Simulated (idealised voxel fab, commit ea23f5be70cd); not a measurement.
process module | voxel ribs on slabs
cross-section cut | 150 nm wide | cells 5 nm
A cross-section is a grid of square cells, given in bands from the top down. A band is one or more rows of cells.
Each band's line starts with the height of the band's top and of its bottom, in nm. Then come its materials from left to right, each with its width in nm. One material with "throughout" fills the band from edge to edge. "air" is empty space.
Height 0 is the level under which the wafer as received is all one material. The lowest band goes on downwards, as in "0 down".
A width such as "30 to 40" changes by the same amount from each row of cells to the next, from the band's top row to its bottom row.
"no change" after a step means that no cell of the cross-section changed.
closed voids: empty space of 8 cells or more with no open way to the top, each as width x height at its distance from the left edge, in nm
after a step's settings: what the simulator itself notes on the step
overlay nm, on a step with a mask: how far to the right of its planned place the mask lay; to the left if negative
plan
1 op RECEIVE | material Si
2 op DIRECTIONAL_DEP | material SiO2 | thk nm 20
3 op DIRECTIONAL_DEP | material polySi | thk nm 20
4 op MASKED_ETCH | tone cover | mask id RIB | width nm 15 | etch materials polySi | depth nm 5 | overlay nm 0
5 op DIRECTIONAL_DEP | material aC | thk nm 15
6 op PATTERN | tone cover | mask id SLAB | material resist | width nm 45 | thk nm 30 | overlay nm 0
7 op DIRECTIONAL_ETCH | etch materials aC | depth nm 15
8 op STRIP | etch materials resist
9 op DIRECTIONAL_ETCH | etch materials polySi | depth nm 15
10 op STRIP | etch materials aC
11 op FILL_DEP | material SiO2 | thk nm 20
12 op CMP | height nm 50
13 op DIRECTIONAL_DEP | material TiN | thk nm 10
14 op PATTERN | tone cover | mask id HEATER | material resist | width nm 25 | thk nm 15 | overlay nm 0
15 op DIRECTIONAL_ETCH | etch materials TiN | depth nm 10
16 op STRIP | etch materials resist
17 op CONFORMAL_DEP | material SiN | thk nm 10
as received, after step 1
  0 down: Si throughout
  closed voids: none
a wafer at the end: this start, this plan, one mistake
  60 to 50: air 60 | TiN 25 | air 65
  50 to 40: SiO2 throughout
  40 to 35: SiO2 65 | polySi 15 | SiO2 70
  35 to 20: SiO2 50 | polySi 45 | SiO2 55
  20 to 0: SiO2 throughout
  0 down: Si throughout
  closed voids: none
what went wrong: step 17 was left out
